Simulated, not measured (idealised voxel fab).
This is a process module. Its name is voxel ribs on slabs.
Cross-section cut: width 150 nm, square cells of 5 nm.
The cross-sections in this document take the form of a grid made of square cells. They are written out as bands, in order from top to bottom. Each band consists of one or more rows of cells. In this notation a band is specified by the heights of its top and bottom, in that order and in nm, after which its materials appear from left to right, each paired with its width in nm. The word "all across" attached to a single material means that material fills the band from edge to edge; the word "blank" stands for empty space. Note: height 0 marks the level under which the wafer is uniformly one material as received. Lowest band unbounded below, written "0 down". The width entry "30->40" should be interpreted row by row: the top row of cells in the band takes the first number, the bottom row takes the second number, and the change between adjacent rows is uniform throughout. You'll sometimes find "no change" written for a step, and that's the way of saying that nowhere in the cross-section did a cell change during that step. Look at "Closed cavity list" for the closed voids: empty spaces with no open path to the top, sized 8 cells or up. Each is width x height at distance, distance from the left edge, all nm. On a step's line, text after the settings is the simulator commenting on that step. Steps that use a mask can have "overlay nm" on their line. It says how far the mask sat to the right of where it was meant to be. Negative means to the left.

-- Intended process steps
1 op RECEIVE | material Si
2 op DIRECTIONAL_DEP | material SiO2 | thk nm 25
3 op DIRECTIONAL_DEP | material polySi | thk nm 15
4 op DIRECTIONAL_DEP | material aC | thk nm 15
5 op PATTERN | tone cover | mask id RIB | material resist | width nm 20 | thk nm 30 | overlay nm 0
6 op DIRECTIONAL_ETCH | etch materials aC | depth nm 15
7 op STRIP | etch materials resist
8 op DIRECTIONAL_ETCH | etch materials polySi | depth nm 5
9 op STRIP | etch materials aC
10 op MASKED_ETCH | tone cover | mask id SLAB | width nm 70 | etch materials polySi | depth nm 10 | overlay nm 0
11 op FILL_DEP | material SiO2 | thk nm 30
12 op CMP | height nm 60
13 op DIRECTIONAL_DEP | material TiN | thk nm 10
14 op PATTERN | tone cover | mask id HEATER | material resist | width nm 30 | thk nm 15 | overlay nm 0
15 op DIRECTIONAL_ETCH | etch materials TiN | depth nm 10
16 op STRIP | etch materials resist
17 op CONFORMAL_DEP | material SiO2 | thk nm 10

-- Incoming wafer in cross-section (state: after step 1)
	0 down: Si all across
	Closed cavity list: none

-- Starting structure and process plan are as shown above, but one mistake was made in running the module; the wafer cross-section at the end of the module follows
	80 to 70: 50 of blank / 50 of SiO2 / 50 of blank
	70 to 60: 60 of SiO2 / 30 of TiN / 60 of SiO2
	60 to 35: SiO2 all across
	35 to 30: 40 of polySi / 70 of SiO2 / 40 of polySi
	30 to 25: 40 of polySi / 25 of SiO2 / 20 of polySi / 25 of SiO2 / 40 of polySi
	25 to 0: SiO2 all across
	0 down: Si all across
	Closed cavity list: none
What was the processing mistake? step 10: run off-plan, actual operation and settings op MASKED_ETCH | tone open | mask id SLAB | width nm 70 | etch materials polySi | depth nm 10 | overlay nm 0
